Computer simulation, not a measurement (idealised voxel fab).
The following is a process module called voxel trench capacitor.
Each square cell in cross-section cut measures 5 nm, and the section as a whole is 205 nm wide.
Reading order for cross-sections: top band down to bottom band. Underlying form: a grid of square cells. Band size: one or more rows of cells. Band: top height; bottom height; in nm. Then, left to right: material with width in nm, for each material. "everywhere": a single material spanning edge to edge. "air": empty space. The reference from which all heights are counted is 0, the level beneath which the as-received wafer is entirely one material; the lowest band, having no lower bound, proceeds downward and is written after the example "top 0, no bottom". The width entry "30..40" should be interpreted row by row: the top row of cells in the band takes the first number, the bottom row takes the second number, and the change between adjacent rows is uniform throughout. "identical to before" after a step means that no cell of the cross-section changed. "Completely sealed voids" specifies each empty space that is not open to the top and that occupies no fewer than 8 cells, using the form width x height at distance, the distance measured from the left edge and all three quantities in nm. Whatever follows a step's settings on its line is a remark the simulator itself makes about that step. What "overlay nm" on a step's line means: if the step has a mask, that mask lay this far to the right of its planned place, or, when the value is negative, to the left.

-- The planned process steps are enumerated hereunder
1) RECEIVE, material Si
2) CONFORMAL_DEP, material SiN, thk nm 10
3) MASKED_ETCH, tone open, mask id TRENCH, width nm 25, pitch nm 40, etch materials SiN, depth nm 10, overlay nm -15
4) MASKED_ETCH, tone open, mask id TRENCH, width nm 25, pitch nm 40, etch materials Si, depth nm 30, overlay nm 0
5) CONFORMAL_DEP, material SiO2, thk nm 5
6) FILL_DEP, material polySi, thk nm 5
7) CMP, height nm 10
Don't read the plan's overlay nm for step 3 as applying to every wafer: that's the first wafer's value, and the wafers differ in it, though they all start identical.

-- As received, i.e. after step 1: cross-section through the first of several wafers
* top 0, no bottom  Si everywhere
* Completely sealed voids: none

-- Tabulated below, wafer by wafer, are the end-of-module results: for each material, the number of cells gained (+) or lost (-) relative to the as-received state, followed by the closed voids
overlay nm -15 | -24 Si | +62 SiN | +38 SiO2 | +6 polySi | Completely sealed voids: none
overlay nm -10 | -36 Si | +62 SiN | +38 SiO2 | +18 polySi | Completely sealed voids: none
overlay nm -5 | -48 Si | +62 SiN | +38 SiO2 | +30 polySi | Completely sealed voids: none
overlay nm 0 | -60 Si | +62 SiN | +38 SiO2 | +42 polySi | Completely sealed voids: none
overlay nm 5 | -48 Si | +62 SiN | +38 SiO2 | +30 polySi | Completely sealed voids: none
overlay nm 10 | -36 Si | +62 SiN | +38 SiO2 | +18 polySi | Completely sealed voids: none
overlay nm 15 | -24 Si | +62 SiN | +38 SiO2 | +6 polySi | Completely sealed voids: none
